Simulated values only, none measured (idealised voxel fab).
process module | voxel wiring stack
cross-section cut | 195 nm wide | cells 5 nm
A cross-section is a grid of square cells, given in bands from the top down. A band is one or more rows of cells.
Each band's line starts with the height of the band's top and of its bottom, in nm. Then come its materials from left to right, each with its width in nm. One material with "throughout" fills the band from edge to edge. "air" is empty space.
Height 0 is the level under which the wafer as received is all one material. The lowest band goes on downwards, as in "0 down".
A width such as "30 to 40" changes by the same amount from each row of cells to the next, from the band's top row to its bottom row.
"no change" after a step means that no cell of the cross-section changed.
closed voids: empty space of 8 cells or more with no open way to the top, each as width x height at its distance from the left edge, in nm
after a step's settings: what the simulator itself notes on the step
overlay nm, on a step with a mask: how far to the right of its planned place the mask lay; to the left if negative
plan
1 op RECEIVE | material Si
2 op CONFORMAL_DEP | material SiO2 | thk nm 15
3 op DIRECTIONAL_DEP | material TiN | thk nm 5
4 op DIRECTIONAL_DEP | material Ru | thk nm 25
5 op PATTERN | tone cover | mask id METAL_1 | material resist | width nm 30 | pitch nm 45 | thk nm 20 | overlay nm 0
6 op DIRECTIONAL_ETCH | etch materials Ru | depth nm 25
7 op DIRECTIONAL_ETCH | etch materials TiN | depth nm 5
8 op STRIP | etch materials resist
9 op CONFORMAL_DEP | material SiN | thk nm 5
10 op FILL_DEP | material lowk | thk nm 10
11 op CMP | height nm 45
12 op CONFORMAL_DEP | material SiCN | thk nm 5
13 op DIRECTIONAL_DEP | material lowk | thk nm 15
14 op PATTERN | tone open | mask id PLUG_1 | material resist | width nm 15 | pitch nm 90 | thk nm 15 | overlay nm 0
15 op DIRECTIONAL_ETCH | etch materials lowk | depth nm 15
16 op DIRECTIONAL_ETCH | etch materials SiCN | depth nm 5
17 op STRIP | etch materials resist
18 op CONFORMAL_DEP | material TiN | thk nm 5
19 op FILL_DEP | material Cu | thk nm 10
20 op CMP | height nm 65
21 op CONFORMAL_DEP | material SiCN | thk nm 5
22 op DIRECTIONAL_DEP | material SiO2 | thk nm 15
23 op MASKED_ETCH | tone open | mask id METAL_2 | width nm 30 | pitch nm 45 | etch materials SiO2 | depth nm 15 | overlay nm 0
24 op MASKED_ETCH | tone open | mask id METAL_2 | width nm 30 | pitch nm 45 | etch materials SiCN | depth nm 5 | overlay nm 0
25 op CONFORMAL_DEP | material TiN | thk nm 5
26 op FILL_DEP | material W | thk nm 5
27 op CMP | height nm 85
28 op CONFORMAL_DEP | material SiCN | thk nm 5
29 op DIRECTIONAL_DEP | material lowk | thk nm 35
30 op PATTERN | tone open | mask id METAL_3 | material resist | width nm 30 | pitch nm 45 | thk nm 15 | overlay nm 0
31 op DIRECTIONAL_ETCH | etch materials lowk | depth nm 20
32 op STRIP | etch materials resist
33 op PATTERN | tone open | mask id METAL_3_HOLES | material resist | width nm 15 | pitch nm 90 | thk nm 20 | overlay nm 0
34 op DIRECTIONAL_ETCH | etch materials lowk | depth nm 15
35 op DIRECTIONAL_ETCH | etch materials SiCN | depth nm 5
36 op STRIP | etch materials resist
37 op CONFORMAL_DEP | material TiN | thk nm 5
38 op FILL_DEP | material Cu | thk nm 10
39 op CMP | height nm 125
40 op CONFORMAL_DEP | material SiCN | thk nm 5
as received, after step 1
  0 down: Si throughout
  closed voids: none
first wafer at the end, as planned
  130 to 125: SiCN throughout
  125 to 110: lowk 35 | TiN 5 | Cu 20 | TiN 5 | lowk 15 | TiN 5 | Cu 20 | TiN 5 | lowk 15 | TiN 5 | Cu 20 | TiN 5 | lowk 40
  110 to 105: lowk 35 | TiN 5 | Cu 5 | TiN 20 | lowk 15 | TiN 30 | lowk 15 | TiN 5 | Cu 5 | TiN 20 | lowk 40
  105 to 90: lowk 35 | TiN 5 | Cu 5 | TiN 5 | lowk 75 | TiN 5 | Cu 5 | TiN 5 | lowk 55
  90 to 85: SiCN 35 | TiN 15 | SiCN 75 | TiN 15 | SiCN 55
  85 to 70: SiO2 35 | TiN 5 | W 20 | TiN 5 | SiO2 15 | TiN 5 | W 20 | TiN 5 | SiO2 15 | TiN 5 | W 20 | TiN 5 | SiO2 40
  70 to 65: SiCN 35 | TiN 30 | SiCN 15 | TiN 30 | SiCN 15 | TiN 30 | SiCN 40
  65 to 50: lowk 35 | TiN 5 | Cu 5 | TiN 5 | lowk 75 | TiN 5 | Cu 5 | TiN 5 | lowk 55
  50 to 45: SiCN 35 | TiN 15 | SiCN 75 | TiN 15 | SiCN 55
  45 to 20: lowk 30 | SiN 5 | Ru 30 | SiN 5 | lowk 5 | SiN 5 | Ru 30 | SiN 5 | lowk 5 | SiN 5 | Ru 30 | SiN 5 | lowk 35
  20 to 15: SiN 35 | TiN 30 | SiN 15 | TiN 30 | SiN 15 | TiN 30 | SiN 40
  15 to 0: SiO2 throughout
  0 down: Si throughout
  closed voids: none
second wafer at the end: like start, like plan, one mistake
  130 to 125: SiCN throughout
  125 to 110: lowk 35 | TiN 5 | Cu 20 | TiN 5 | lowk 15 | TiN 5 | Cu 20 | TiN 5 | lowk 15 | TiN 5 | Cu 20 | TiN 5 | lowk 40
  110 to 105: lowk 35 | TiN 5 | Cu 5 | TiN 20 | lowk 15 | TiN 30 | lowk 15 | TiN 5 | Cu 5 | TiN 20 | lowk 40
  105 to 90: lowk 35 | TiN 5 | Cu 5 | TiN 5 | lowk 75 | TiN 5 | Cu 5 | TiN 5 | lowk 55
  90 to 85: SiCN 35 | TiN 15 | SiCN 75 | TiN 15 | SiCN 55
  85 to 70: SiO2 35 | SiCN 5 | W 20 | SiCN 5 | SiO2 15 | SiCN 5 | W 20 | SiCN 5 | SiO2 15 | SiCN 5 | W 20 | SiCN 5 | SiO2 40
  70 to 65: SiCN throughout
  65 to 50: lowk 35 | TiN 5 | Cu 5 | TiN 5 | lowk 75 | TiN 5 | Cu 5 | TiN 5 | lowk 55
  50 to 45: SiCN 35 | TiN 15 | SiCN 75 | TiN 15 | SiCN 55
  45 to 20: lowk 30 | SiN 5 | Ru 30 | SiN 5 | lowk 5 | SiN 5 | Ru 30 | SiN 5 | lowk 5 | SiN 5 | Ru 30 | SiN 5 | lowk 35
  20 to 15: SiN 35 | TiN 30 | SiN 15 | TiN 30 | SiN 15 | TiN 30 | SiN 40
  15 to 0: SiO2 throughout
  0 down: Si throughout
  closed voids: none
what went wrong: step 25 ran as: op CONFORMAL_DEP | material SiCN | thk nm 5
at the end the second wafer has, in cells: 36 more of SiCN | 36 fewer of TiN
